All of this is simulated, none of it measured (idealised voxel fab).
process module | voxel transistor to metal
cross-section cut | 270 nm wide | cells 5 nm
A cross-section is a grid of square cells, given in bands from the top down. A band is one or more rows of cells.
Each band's line starts with the height of the band's top and of its bottom, in nm. Then come its materials from left to right, each with its width in nm. One material with "throughout" fills the band from edge to edge. "air" is empty space.
Height 0 is the level under which the wafer as received is all one material. The lowest band goes on downwards, as in "0 down".
A width such as "30 to 40" changes by the same amount from each row of cells to the next, from the band's top row to its bottom row.
"no change" after a step means that no cell of the cross-section changed.
closed voids: empty space of 8 cells or more with no open way to the top, each as width x height at its distance from the left edge, in nm
after a step's settings: what the simulator itself notes on the step
overlay nm, on a step with a mask: how far to the right of its planned place the mask lay; to the left if negative
plan
1 op RECEIVE | material Si
2 op OXIDIZE | depth nm 5
3 op CONFORMAL_DEP | material SiN | thk nm 15
4 op DIRECTIONAL_DEP | material aC | thk nm 10
5 op PATTERN | tone cover | mask id ACTIVE | material resist | width nm 105 | pitch nm 125 | thk nm 30 | overlay nm 0
6 op DIRECTIONAL_ETCH | etch materials aC | depth nm 10
7 op STRIP | etch materials resist
8 op DIRECTIONAL_ETCH | etch materials SiN | depth nm 15
9 op DIRECTIONAL_ETCH | etch materials SiO2 | depth nm 5
10 op DIRECTIONAL_ETCH | etch materials Si | depth nm 30
11 op STRIP | etch materials aC
12 op FILL_DEP | material SiO2 | thk nm 10
13 op CMP | height nm 15
14 op SELECTIVE_ETCH | etch materials SiO2 | depth nm 15
15 op STRIP | etch materials SiN
16 op SELECTIVE_ETCH | etch materials SiO2 | depth nm 5
17 op OXIDIZE | depth nm 5
18 op DIRECTIONAL_DEP | material polySi | thk nm 20
19 op DIRECTIONAL_DEP | material SiCN | thk nm 15
20 op MASKED_ETCH | tone cover | mask id GATE | width nm 25 | pitch nm 125 | etch materials SiCN | depth nm 25 | overlay nm 0
21 op MASKED_ETCH | tone cover | mask id GATE | width nm 25 | pitch nm 125 | etch materials polySi | depth nm 30 | overlay nm 0
22 op CONFORMAL_DEP | material SiO2 | thk nm 5
23 op DIRECTIONAL_ETCH | etch materials SiO2 | depth nm 5
24 op CONFORMAL_DEP | material SiN | thk nm 5
25 op DIRECTIONAL_ETCH | etch materials SiN | depth nm 5
26 op DIRECTIONAL_ETCH | etch materials SiO2 | depth nm 5
27 op EPI | material nSi | thk nm 5
28 op FILL_DEP | material SiO2 | thk nm 10
29 op CMP | height nm 30
30 op DIRECTIONAL_DEP | material SiO2 | thk nm 15
31 op DIRECTIONAL_DEP | material aC | thk nm 15
32 op PATTERN | tone open | mask id CONTACT | material resist | width nm 30 | thk nm 35 | overlay nm 0
33 op DIRECTIONAL_ETCH | etch materials aC | depth nm 15
34 op STRIP | etch materials resist
35 op DIRECTIONAL_ETCH | etch materials SiO2 | depth nm 50
36 op STRIP | etch materials aC
37 op CONFORMAL_DEP | material TiN | thk nm 5
38 op FILL_DEP | material Ru | thk nm 10
39 op CMP | height nm 45
40 op DIRECTIONAL_DEP | material TiN | thk nm 5
41 op DIRECTIONAL_DEP | material W | thk nm 25
42 op MASKED_ETCH | tone cover | mask id METAL_1 | width nm 20 | etch materials W | depth nm 25 | overlay nm 0
43 op MASKED_ETCH | tone cover | mask id METAL_1 | width nm 20 | etch materials TiN | depth nm 5 | overlay nm 0
44 op FILL_DEP | material lowk | thk nm 5
45 op CMP | height nm 75
46 op CONFORMAL_DEP | material SiN | thk nm 5
as received, after step 1
  0 down: Si throughout
  closed voids: none
a wafer at the end: this start, this plan, one mistake
  80 to 75: SiN throughout
  75 to 50: lowk 30 | W 15 | lowk 60 | W 15 | lowk 35 | W 15 | lowk 60 | W 15 | lowk 25
  50 to 45: lowk 25 | TiN 20 | lowk 55 | TiN 20 | lowk 30 | TiN 20 | lowk 55 | TiN 20 | lowk 25
  45 to 35: SiO2 25 | TiN 5 | Ru 20 | TiN 5 | SiO2 35 | TiN 5 | Ru 20 | TiN 5 | SiO2 30 | TiN 5 | Ru 20 | TiN 5 | SiO2 35 | TiN 5 | Ru 20 | TiN 5 | SiO2 25
  35 to 30: SiO2 25 | TiN 5 | Ru 15 | TiN 10 | SiO2 35 | TiN 10 | Ru 15 | TiN 5 | SiO2 30 | TiN 5 | Ru 15 | TiN 10 | SiO2 35 | TiN 10 | Ru 15 | TiN 5 | SiO2 25
  30 to 15: SiO2 25 | TiN 5 | Ru 15 | TiN 5 | SiN 5 | SiO2 5 | SiCN 25 | SiO2 5 | SiN 5 | TiN 5 | Ru 15 | TiN 5 | SiO2 30 | TiN 5 | Ru 15 | TiN 5 | SiN 5 | SiO2 5 | SiCN 25 | SiO2 5 | SiN 5 | TiN 5 | Ru 15 | TiN 5 | SiO2 25
  15 to 0: SiO2 25 | TiN 5 | Ru 15 | TiN 5 | SiN 5 | SiO2 5 | polySi 25 | SiO2 5 | SiN 5 | TiN 5 | Ru 15 | TiN 5 | SiO2 30 | TiN 5 | Ru 15 | TiN 5 | SiN 5 | SiO2 5 | polySi 25 | SiO2 5 | SiN 5 | TiN 5 | Ru 15 | TiN 5 | SiO2 25
  0 to -5: SiO2 25 | TiN 25 | SiN 5 | SiO2 5 | polySi 25 | SiO2 5 | SiN 5 | TiN 25 | SiO2 30 | TiN 25 | SiN 5 | SiO2 5 | polySi 25 | SiO2 5 | SiN 5 | TiN 25 | SiO2 25
  -5 to -10: SiO2 15 | nSi 35 | SiO2 45 | nSi 35 | SiO2 10 | nSi 35 | SiO2 45 | nSi 35 | SiO2 15
  -10 to -35: SiO2 20 | Si 105 | SiO2 20 | Si 105 | SiO2 20
  -35 down: Si throughout
  closed voids: none
what went wrong: step 42 ran as: op MASKED_ETCH | tone cover | mask id METAL_1 | width nm 15 | etch materials W | depth nm 25 | overlay nm 0
